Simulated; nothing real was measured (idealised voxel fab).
The name of this process module is voxel air gaps.
This is section cut - it's 265 nm across, gridded in 5 nm square cells.
Cross-section = grid of square cells, listed top down in bands; band = one or more rows. Quick guide to a band line: top height, bottom height (nm) up front; then every material left to right with its width in nm. Only one material and it's marked "full width"? Then it fills the band edge to edge. And "air" just means empty space. Heights from 0 (as-received wafer is one material below). Bottom band endless downward, as "0 -> down". A two-number width, for instance "30->40", indicates that the width is equal to the first number in the top row of the band and to the second number in the bottom row, and that it changes by a constant amount per row of cells. The cross-section has no changed cell in any step marked "remains unaltered". This entry, "Voids, enclosed", enumerates those empty regions of no fewer than 8 cells that possess no open connection to the top. Each region is reported in the form width x height at distance, the distance being taken from the left edge, with all three quantities expressed in nm. That trailing text on a step's line, after the settings, is the simulator's own remark on the step. A step's line can hold "overlay nm"; with a mask on that step, the setting says how far right of the planned place the mask lay, while a negative setting says it lay to the left.
Planned process steps
| 1 | RECEIVE,material Si |
| 2 | CONFORMAL_DEP,material SiO2,thk nm 10 |
| 3 | CONFORMAL_DEP,material SiN,thk nm 5 |
| 4 | DIRECTIONAL_DEP,material lowk,thk nm 40 |
| 5 | PATTERN,tone open,mask id LINES,material resist,width nm 20,pitch nm 45,thk nm 15,overlay nm 0 |
| 6 | DIRECTIONAL_ETCH,etch materials lowk,depth nm 40 |
| 7 | STRIP,etch materials resist |
| 8 | CONFORMAL_DEP,material TiN,thk nm 5 |
| 9 | FILL_DEP,material Cu,thk nm 5 |
| 10 | CMP,height nm 55 |
| 11 | EPI,material Ru,thk nm 10 |
| 12 | SELECTIVE_ETCH,etch materials lowk,depth nm 50 |
| 13 | CONFORMAL_DEP,material SiN,thk nm 5 |
Cross-section: wafer on arrival = after step 1
	0 -> down | Si full width
	Voids, enclosed: none
One mistake in running the module, otherwise start and plan as above: cross-section at the end
	70 -> 65 | 40 air, 185 SiN, 40 air
	65 -> 55 | 40 air, 5 SiN, 40 Ru, 5 SiN, 40 Ru, 5 SiN, 40 Ru, 5 SiN, 40 Ru, 5 SiN, 40 air
	55 -> 50 | 40 air, 15 SiN, 5 TiN, 10 Cu, 5 TiN, 25 SiN, 5 TiN, 10 Cu, 5 TiN, 25 SiN, 5 TiN, 10 Cu, 5 TiN, 25 SiN, 5 TiN, 10 Cu, 5 TiN, 15 SiN, 40 air
	50 -> 20 | 50 air, 5 SiN, 5 TiN, 10 Cu, 5 TiN, 5 SiN, 15 air, 5 SiN, 5 TiN, 10 Cu, 5 TiN, 5 SiN, 15 air, 5 SiN, 5 TiN, 10 Cu, 5 TiN, 5 SiN, 15 air, 5 SiN, 5 TiN, 10 Cu, 5 TiN, 5 SiN, 50 air
	20 -> 15 | 55 SiN, 20 TiN, 25 SiN, 20 TiN, 25 SiN, 20 TiN, 25 SiN, 20 TiN, 55 SiN
	15 -> 10 | SiN full width
	10 -> 0 | lowk full width
	0 -> down | Si full width
	Voids, enclosed: 15 x 30 at 80; 15 x 30 at 125; 15 x 30 at 170
Misprocessing identified: step 2 ran differently from the plan; actual operation with settings: CONFORMAL_DEP,material lowk,thk nm 10
